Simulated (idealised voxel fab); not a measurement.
Module name: voxel spacer lines (process module)
Shown is cross-section cut, with a width of 225 nm and square cells of size 5 nm.
Each cross-section below is a grid of square cells, stated as bands in top-down order, with one or more rows of cells making up each band. The entry gives the band's vertical extent as a top height and a bottom height in nm, then its horizontal make-up as materials from left to right, each with a width in nm. "air" stands for empty space; a single material marked "throughout" fills the band edge to edge. Heads up on the height convention: 0 is the point under which the incoming wafer is all one material, and the lowest band has no bottom, it just keeps going down, like "0 -> down". The width entry "30->40" should be interpreted row by row: the top row of cells in the band takes the first number, the bottom row takes the second number, and the change between adjacent rows is uniform throughout. "remained unchanged", as given for a step, is the statement that not any cell of the cross-section underwent a change during that step. The list in "Enclosed voids" covers empty spaces of 8 cells or more that cannot reach the top through any open way, and it gives each as width x height at distance; the distance is from the left edge, and width, height and distance are in nm. Anything after a step's settings on that line? It's the simulator's own note about the step. You can add "overlay nm" to a step's line. For a step with a mask, it describes how far the mask lay to the right of its planned position, and a negative number describes a lay to the left.
## Process steps - plan
- 1: op RECEIVE | material Si
- 2: op CONFORMAL_DEP | material Al2O3 | thk nm 10
- 3: op DIRECTIONAL_DEP | material W | thk nm 15
- 4: op DIRECTIONAL_DEP | material aC | thk nm 25
- 5: op PATTERN | tone cover | mask id MANDREL | material resist | width nm 25 | pitch nm 80 | thk nm 30 | overlay nm 0
- 6: op DIRECTIONAL_ETCH | etch materials aC | depth nm 25
- 7: op STRIP | etch materials resist
- 8: op CONFORMAL_DEP | material SiO2 | thk nm 15
- 9: op DIRECTIONAL_ETCH | etch materials SiO2 | depth nm 15
- 10: op STRIP | etch materials aC
- 11: op DIRECTIONAL_ETCH | etch materials W | depth nm 15
- 12: op STRIP | etch materials SiO2
## First wafer out of two, processed as planned
## As received (post step 1): cross-section
* 0 -> down: Si throughout
* Enclosed voids: none
## Cross-section of the wafer subsequent to step 2
* 10 -> 0: Al2O3 throughout
* Unchanged below 0.
## Cross-section of the wafer subsequent to step 3
* 25 -> 10: W throughout
* Unchanged below 10.
## Cross-section of the wafer subsequent to step 4
* 50 -> 25: aC throughout
* Unchanged below 25.
## Cross-section of the wafer subsequent to step 5
* 80 -> 50: air=20, resist=25, air=55, resist=25, air=55, resist=25, air=20
* Unchanged below 50.
## Cross-section of the wafer subsequent to step 6
* 55 -> 50: air=20, resist=25, air=55, resist=25, air=55, resist=25, air=20
* 50 -> 25: air=20, aC=25, air=55, aC=25, air=55, aC=25, air=20
* Unchanged below 25.
## Cross-section of the wafer subsequent to step 7
* 50 -> 25: air=20, aC=25, air=55, aC=25, air=55, aC=25, air=20
* Unchanged below 25.
## Cross-section of the wafer subsequent to step 8
* 65 -> 50: air=5, SiO2=55, air=25, SiO2=55, air=25, SiO2=55, air=5
* 50 -> 40: air=5, SiO2=15, aC=25, SiO2=15, air=25, SiO2=15, aC=25, SiO2=15, air=25, SiO2=15, aC=25, SiO2=15, air=5
* 40 -> 25: SiO2=20, aC=25, SiO2=55, aC=25, SiO2=55, aC=25, SiO2=20
* Unchanged below 25.
## Cross-section of the wafer subsequent to step 9
* 50 -> 25: air=5, SiO2=15, aC=25, SiO2=15, air=25, SiO2=15, aC=25, SiO2=15, air=25, SiO2=15, aC=25, SiO2=15, air=5
* Unchanged below 25.
## Cross-section of the wafer subsequent to step 10
* 50 -> 25: air=5, SiO2=15, air=25, SiO2=15, air=25, SiO2=15, air=25, SiO2=15, air=25, SiO2=15, air=25, SiO2=15, air=5
* Unchanged below 25.
## Cross-section of the wafer subsequent to step 11
* 50 -> 25: air=5, SiO2=15, air=25, SiO2=15, air=25, SiO2=15, air=25, SiO2=15, air=25, SiO2=15, air=25, SiO2=15, air=5
* 25 -> 10: air=5, W=15, air=25, W=15, air=25, W=15, air=25, W=15, air=25, W=15, air=25, W=15, air=5
* Unchanged below 10.
## Cross-section of the wafer subsequent to step 12
* 25 -> 10: air=5, W=15, air=25, W=15, air=25, W=15, air=25, W=15, air=25, W=15, air=25, W=15, air=5
* Unchanged below 10.
## Wafer two. Same start, same plan, one slip in execution. Same as wafer one through step 1, inclusive
## Cross-section, second wafer, at the end time the plan gives for step 2
* 15 -> 0: W throughout
* Unchanged below 0.
## Cross-section, second wafer, at the end time the plan gives for step 3
* 25 -> 15: Al2O3 throughout
* Unchanged below 15.
## Cross-section, second wafer, at the end time the plan gives for step 4
* 50 -> 25: aC throughout
* Unchanged below 25.
## Cross-section, second wafer, at the end time the plan gives for step 5
* 80 -> 50: air=20, resist=25, air=55, resist=25, air=55, resist=25, air=20
* Unchanged below 50.
## Cross-section, second wafer, at the end time the plan gives for step 6
* 55 -> 50: air=20, resist=25, air=55, resist=25, air=55, resist=25, air=20
* 50 -> 25: air=20, aC=25, air=55, aC=25, air=55, aC=25, air=20
* Unchanged below 25.
## Cross-section, second wafer, at the end time the plan gives for step 7
* 50 -> 25: air=20, aC=25, air=55, aC=25, air=55, aC=25, air=20
* Unchanged below 25.
## Cross-section, second wafer, at the end time the plan gives for step 8
* 65 -> 50: air=5, SiO2=55, air=25, SiO2=55, air=25, SiO2=55, air=5
* 50 -> 40: air=5, SiO2=15, aC=25, SiO2=15, air=25, SiO2=15, aC=25, SiO2=15, air=25, SiO2=15, aC=25, SiO2=15, air=5
* 40 -> 25: SiO2=20, aC=25, SiO2=55, aC=25, SiO2=55, aC=25, SiO2=20
* Unchanged below 25.
## Cross-section, second wafer, at the end time the plan gives for step 9
* 50 -> 25: air=5, SiO2=15, aC=25, SiO2=15, air=25, SiO2=15, aC=25, SiO2=15, air=25, SiO2=15, aC=25, SiO2=15, air=5
* Unchanged below 25.
## Cross-section, second wafer, at the end time the plan gives for step 10
* 50 -> 25: air=5, SiO2=15, air=25, SiO2=15, air=25, SiO2=15, air=25, SiO2=15, air=25, SiO2=15, air=25, SiO2=15, air=5
* Unchanged below 25.
Cross-section, second wafer, at the end time the plan gives for step 11: remained unchanged
## Cross-section, second wafer, at the end time the plan gives for step 12
* 25 -> 15: Al2O3 throughout
* Unchanged below 15.
In executing the process, a mistake was made relative to the plan: steps 2 and 3 got flipped, so each one ran where the other should have
Cell-count delta at end, second wafer over first, by material: +81 W
